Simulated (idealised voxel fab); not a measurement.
process module | voxel self aligned vias
cross-section cut | 235 nm wide | cells 5 nm
A cross-section is a grid of square cells, given in bands from the top down. A band is one or more rows of cells.
Each band's line starts with the height of the band's top and of its bottom, in nm. Then come its materials from left to right, each with its width in nm. One material with "throughout" fills the band from edge to edge. "air" is empty space.
Height 0 is the level under which the wafer as received is all one material. The lowest band goes on downwards, as in "0 down".
A width such as "30 to 40" changes by the same amount from each row of cells to the next, from the band's top row to its bottom row.
"no change" after a step means that no cell of the cross-section changed.
closed voids: empty space of 8 cells or more with no open way to the top, each as width x height at its distance from the left edge, in nm
after a step's settings: what the simulator itself notes on the step
overlay nm, on a step with a mask: how far to the right of its planned place the mask lay; to the left if negative
plan
1 op RECEIVE | material Si
2 op CONFORMAL_DEP | material SiO2 | thk nm 15
3 op CONFORMAL_DEP | material SiCN | thk nm 5
4 op DIRECTIONAL_DEP | material lowk | thk nm 30
5 op DIRECTIONAL_DEP | material aC | thk nm 15
6 op PATTERN | tone open | mask id LINES | material resist | width nm 20 | pitch nm 60 | thk nm 35 | overlay nm 0
7 op DIRECTIONAL_ETCH | etch materials aC | depth nm 15
8 op STRIP | etch materials resist
9 op DIRECTIONAL_ETCH | etch materials lowk | depth nm 30
10 op STRIP | etch materials aC
11 op CONFORMAL_DEP | material TiN | thk nm 5
12 op FILL_DEP | material Ru | thk nm 5
13 op CMP | height nm 50
14 op SELECTIVE_ETCH | etch materials W Ru TiN | depth nm 5
15 op FILL_DEP | material SiN | thk nm 5
16 op CMP | height nm 50
17 op DIRECTIONAL_DEP | material lowk | thk nm 20
18 op PATTERN | tone open | mask id VIAS | material resist | width nm 30 | pitch nm 60 | thk nm 15 | overlay nm 0
19 op DIRECTIONAL_ETCH | etch materials lowk | depth nm 20
20 op DIRECTIONAL_ETCH | etch materials SiN | depth nm 5
21 op STRIP | etch materials resist
22 op CONFORMAL_DEP | material TiN | thk nm 5
23 op FILL_DEP | material Cu | thk nm 10
24 op CMP | height nm 70
25 op CONFORMAL_DEP | material SiCN | thk nm 5
as received, after step 1
  0 down: Si throughout
  closed voids: none
first wafer at the end, as planned
  75 to 70: SiCN throughout
  70 to 55: lowk 70 | TiN 5 | Cu 20 | TiN 5 | lowk 30 | TiN 5 | Cu 20 | TiN 5 | lowk 75
  55 to 50: lowk 70 | TiN 10 | Cu 10 | TiN 10 | lowk 30 | TiN 10 | Cu 10 | TiN 10 | lowk 75
  50 to 45: lowk 75 | TiN 20 | lowk 40 | TiN 20 | lowk 80
  45 to 25: lowk 75 | TiN 5 | Ru 10 | TiN 5 | lowk 40 | TiN 5 | Ru 10 | TiN 5 | lowk 80
  25 to 20: lowk 75 | TiN 20 | lowk 40 | TiN 20 | lowk 80
  20 to 15: SiCN throughout
  15 to 0: SiO2 throughout
  0 down: Si throughout
  closed voids: none
second wafer at the end: like start, like plan, one mistake
  75 to 70: SiO2 throughout
  70 to 55: lowk 70 | TiN 5 | Cu 20 | TiN 5 | lowk 30 | TiN 5 | Cu 20 | TiN 5 | lowk 75
  55 to 50: lowk 70 | TiN 10 | Cu 10 | TiN 10 | lowk 30 | TiN 10 | Cu 10 | TiN 10 | lowk 75
  50 to 45: lowk 75 | TiN 20 | lowk 40 | TiN 20 | lowk 80
  45 to 25: lowk 75 | TiN 5 | Ru 10 | TiN 5 | lowk 40 | TiN 5 | Ru 10 | TiN 5 | lowk 80
  25 to 20: lowk 75 | TiN 20 | lowk 40 | TiN 20 | lowk 80
  20 to 15: SiCN throughout
  15 to 0: SiO2 throughout
  0 down: Si throughout
  closed voids: none
what went wrong: step 25 ran as: op CONFORMAL_DEP | material SiO2 | thk nm 5
at the end the second wafer has, in cells: 47 fewer of SiCN | 47 more of SiO2
